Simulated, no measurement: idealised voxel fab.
process module | voxel self aligned vias
cross-section cut | 270 nm wide | cells 5 nm
A cross-section is a grid of square cells, given in bands from the top down. A band is one or more rows of cells.
Each band's line starts with the height of the band's top and of its bottom, in nm. Then come its materials from left to right, each with its width in nm. One material with "throughout" fills the band from edge to edge. "air" is empty space.
Height 0 is the level under which the wafer as received is all one material. The lowest band goes on downwards, as in "0 down".
A width such as "30 to 40" changes by the same amount from each row of cells to the next, from the band's top row to its bottom row.
"no change" after a step means that no cell of the cross-section changed.
closed voids: empty space of 8 cells or more with no open way to the top, each as width x height at its distance from the left edge, in nm
after a step's settings: what the simulator itself notes on the step
overlay nm, on a step with a mask: how far to the right of its planned place the mask lay; to the left if negative
plan
1 op RECEIVE | material Si
2 op CONFORMAL_DEP | material SiO2 | thk nm 10
3 op CONFORMAL_DEP | material SiCN | thk nm 5
4 op DIRECTIONAL_DEP | material lowk | thk nm 20
5 op MASKED_ETCH | tone open | mask id LINES | width nm 20 | pitch nm 70 | etch materials lowk | depth nm 20 | overlay nm 0
6 op CONFORMAL_DEP | material TiN | thk nm 5
7 op FILL_DEP | material Ru | thk nm 10
8 op CMP | height nm 35
9 op SELECTIVE_ETCH | etch materials W Ru TiN | depth nm 5
10 op FILL_DEP | material SiN | thk nm 5
11 op CMP | height nm 35
12 op DIRECTIONAL_DEP | material lowk | thk nm 20
13 op DIRECTIONAL_DEP | material aC | thk nm 15
14 op PATTERN | tone open | mask id VIAS | material resist | width nm 40 | pitch nm 70 | thk nm 30 | overlay nm 0
15 op DIRECTIONAL_ETCH | etch materials aC | depth nm 15
16 op STRIP | etch materials resist
17 op DIRECTIONAL_ETCH | etch materials lowk | depth nm 20
18 op DIRECTIONAL_ETCH | etch materials SiN | depth nm 5
19 op STRIP | etch materials aC
20 op CONFORMAL_DEP | material TiN | thk nm 5
21 op FILL_DEP | material Ru | thk nm 10
22 op CMP | height nm 55
23 op CONFORMAL_DEP | material SiCN | thk nm 5
first wafer, as planned
as received, after step 1
  0 down: Si throughout
  closed voids: none
after step 2
  10 to 0: SiO2 throughout
  below 0: unchanged
after step 3
  15 to 10: SiCN throughout
  below 10: unchanged
after step 4
  35 to 15: lowk throughout
  below 15: unchanged
after step 5
  35 to 15: lowk 90 | air 20 | lowk 50 | air 20 | lowk 90
  below 15: unchanged
after step 6
  40 to 35: TiN 95 | air 10 | TiN 60 | air 10 | TiN 95
  35 to 20: lowk 90 | TiN 5 | air 10 | TiN 5 | lowk 50 | TiN 5 | air 10 | TiN 5 | lowk 90
  20 to 15: lowk 90 | TiN 20 | lowk 50 | TiN 20 | lowk 90
  below 15: unchanged
after step 7
  50 to 40: Ru throughout
  40 to 35: TiN 95 | Ru 10 | TiN 60 | Ru 10 | TiN 95
  35 to 20: lowk 90 | TiN 5 | Ru 10 | TiN 5 | lowk 50 | TiN 5 | Ru 10 | TiN 5 | lowk 90
  below 20: unchanged
after step 8
  35 to 20: lowk 90 | TiN 5 | Ru 10 | TiN 5 | lowk 50 | TiN 5 | Ru 10 | TiN 5 | lowk 90
  below 20: unchanged
after step 9
  35 to 30: lowk 90 | air 20 | lowk 50 | air 20 | lowk 90
  below 30: unchanged
after step 10
  40 to 35: SiN throughout
  35 to 30: lowk 90 | SiN 20 | lowk 50 | SiN 20 | lowk 90
  below 30: unchanged
after step 11
  35 to 30: lowk 90 | SiN 20 | lowk 50 | SiN 20 | lowk 90
  below 30: unchanged
after step 12
  55 to 35: lowk throughout
  below 35: unchanged
after step 13
  70 to 55: aC throughout
  below 55: unchanged
after step 14
  100 to 70: resist 80 | air 40 | resist 30 | air 40 | resist 80
  below 70: unchanged
after step 15
  85 to 70: resist 80 | air 40 | resist 30 | air 40 | resist 80
  70 to 55: aC 80 | air 40 | aC 30 | air 40 | aC 80
  below 55: unchanged
after step 16
  70 to 55: aC 80 | air 40 | aC 30 | air 40 | aC 80
  below 55: unchanged
after step 17
  70 to 55: aC 80 | air 40 | aC 30 | air 40 | aC 80
  55 to 35: lowk 80 | air 40 | lowk 30 | air 40 | lowk 80
  below 35: unchanged
after step 18
  70 to 55: aC 80 | air 40 | aC 30 | air 40 | aC 80
  55 to 35: lowk 80 | air 40 | lowk 30 | air 40 | lowk 80
  35 to 30: lowk 90 | air 20 | lowk 50 | air 20 | lowk 90
  below 30: unchanged
after step 19
  55 to 35: lowk 80 | air 40 | lowk 30 | air 40 | lowk 80
  below 35: unchanged
after step 20
  60 to 55: TiN 85 | air 30 | TiN 40 | air 30 | TiN 85
  55 to 40: lowk 80 | TiN 5 | air 30 | TiN 5 | lowk 30 | TiN 5 | air 30 | TiN 5 | lowk 80
  40 to 35: lowk 80 | TiN 15 | air 10 | TiN 15 | lowk 30 | TiN 15 | air 10 | TiN 15 | lowk 80
  35 to 30: lowk 90 | TiN 20 | lowk 50 | TiN 20 | lowk 90
  below 30: unchanged
after step 21
  70 to 60: Ru throughout
  60 to 55: TiN 85 | Ru 30 | TiN 40 | Ru 30 | TiN 85
  55 to 40: lowk 80 | TiN 5 | Ru 30 | TiN 5 | lowk 30 | TiN 5 | Ru 30 | TiN 5 | lowk 80
  40 to 35: lowk 80 | TiN 15 | Ru 10 | TiN 15 | lowk 30 | TiN 15 | Ru 10 | TiN 15 | lowk 80
  below 35: unchanged
after step 22
  55 to 40: lowk 80 | TiN 5 | Ru 30 | TiN 5 | lowk 30 | TiN 5 | Ru 30 | TiN 5 | lowk 80
  below 40: unchanged
after step 23
  60 to 55: SiCN throughout
  below 55: unchanged
second wafer: like start, like plan, one mistake. Through step 1 it matches the first wafer
when step 2 should have ended
  5 to 0: SiCN throughout
  below 0: unchanged
when step 3 should have ended
  15 to 5: SiO2 throughout
  below 5: unchanged
when step 4 should have ended
  35 to 15: lowk throughout
  below 15: unchanged
when step 5 should have ended
  35 to 15: lowk 90 | air 20 | lowk 50 | air 20 | lowk 90
  below 15: unchanged
when step 6 should have ended
  40 to 35: TiN 95 | air 10 | TiN 60 | air 10 | TiN 95
  35 to 20: lowk 90 | TiN 5 | air 10 | TiN 5 | lowk 50 | TiN 5 | air 10 | TiN 5 | lowk 90
  20 to 15: lowk 90 | TiN 20 | lowk 50 | TiN 20 | lowk 90
  below 15: unchanged
when step 7 should have ended
  50 to 40: Ru throughout
  40 to 35: TiN 95 | Ru 10 | TiN 60 | Ru 10 | TiN 95
  35 to 20: lowk 90 | TiN 5 | Ru 10 | TiN 5 | lowk 50 | TiN 5 | Ru 10 | TiN 5 | lowk 90
  below 20: unchanged
when step 8 should have ended
  35 to 20: lowk 90 | TiN 5 | Ru 10 | TiN 5 | lowk 50 | TiN 5 | Ru 10 | TiN 5 | lowk 90
  below 20: unchanged
when step 9 should have ended
  35 to 30: lowk 90 | air 20 | lowk 50 | air 20 | lowk 90
  below 30: unchanged
when step 10 should have ended
  40 to 35: SiN throughout
  35 to 30: lowk 90 | SiN 20 | lowk 50 | SiN 20 | lowk 90
  below 30: unchanged
when step 11 should have ended
  35 to 30: lowk 90 | SiN 20 | lowk 50 | SiN 20 | lowk 90
  below 30: unchanged
when step 12 should have ended
  55 to 35: lowk throughout
  below 35: unchanged
when step 13 should have ended
  70 to 55: aC throughout
  below 55: unchanged
when step 14 should have ended
  100 to 70: resist 80 | air 40 | resist 30 | air 40 | resist 80
  below 70: unchanged
when step 15 should have ended
  85 to 70: resist 80 | air 40 | resist 30 | air 40 | resist 80
  70 to 55: aC 80 | air 40 | aC 30 | air 40 | aC 80
  below 55: unchanged
when step 16 should have ended
  70 to 55: aC 80 | air 40 | aC 30 | air 40 | aC 80
  below 55: unchanged
when step 17 should have ended
  70 to 55: aC 80 | air 40 | aC 30 | air 40 | aC 80
  55 to 35: lowk 80 | air 40 | lowk 30 | air 40 | lowk 80
  below 35: unchanged
when step 18 should have ended
  70 to 55: aC 80 | air 40 | aC 30 | air 40 | aC 80
  55 to 35: lowk 80 | air 40 | lowk 30 | air 40 | lowk 80
  35 to 30: lowk 90 | air 20 | lowk 50 | air 20 | lowk 90
  below 30: unchanged
when step 19 should have ended
  55 to 35: lowk 80 | air 40 | lowk 30 | air 40 | lowk 80
  below 35: unchanged
when step 20 should have ended
  60 to 55: TiN 85 | air 30 | TiN 40 | air 30 | TiN 85
  55 to 40: lowk 80 | TiN 5 | air 30 | TiN 5 | lowk 30 | TiN 5 | air 30 | TiN 5 | lowk 80
  40 to 35: lowk 80 | TiN 15 | air 10 | TiN 15 | lowk 30 | TiN 15 | air 10 | TiN 15 | lowk 80
  35 to 30: lowk 90 | TiN 20 | lowk 50 | TiN 20 | lowk 90
  below 30: unchanged
when step 21 should have ended
  70 to 60: Ru throughout
  60 to 55: TiN 85 | Ru 30 | TiN 40 | Ru 30 | TiN 85
  55 to 40: lowk 80 | TiN 5 | Ru 30 | TiN 5 | lowk 30 | TiN 5 | Ru 30 | TiN 5 | lowk 80
  40 to 35: lowk 80 | TiN 15 | Ru 10 | TiN 15 | lowk 30 | TiN 15 | Ru 10 | TiN 15 | lowk 80
  below 35: unchanged
when step 22 should have ended
  55 to 40: lowk 80 | TiN 5 | Ru 30 | TiN 5 | lowk 30 | TiN 5 | Ru 30 | TiN 5 | lowk 80
  below 40: unchanged
when step 23 should have ended
  60 to 55: SiCN throughout
  below 55: unchanged
what went wrong: steps 2 and 3 were swapped
at the end the second wafer has, in cells: as many of each material as the first, in other places
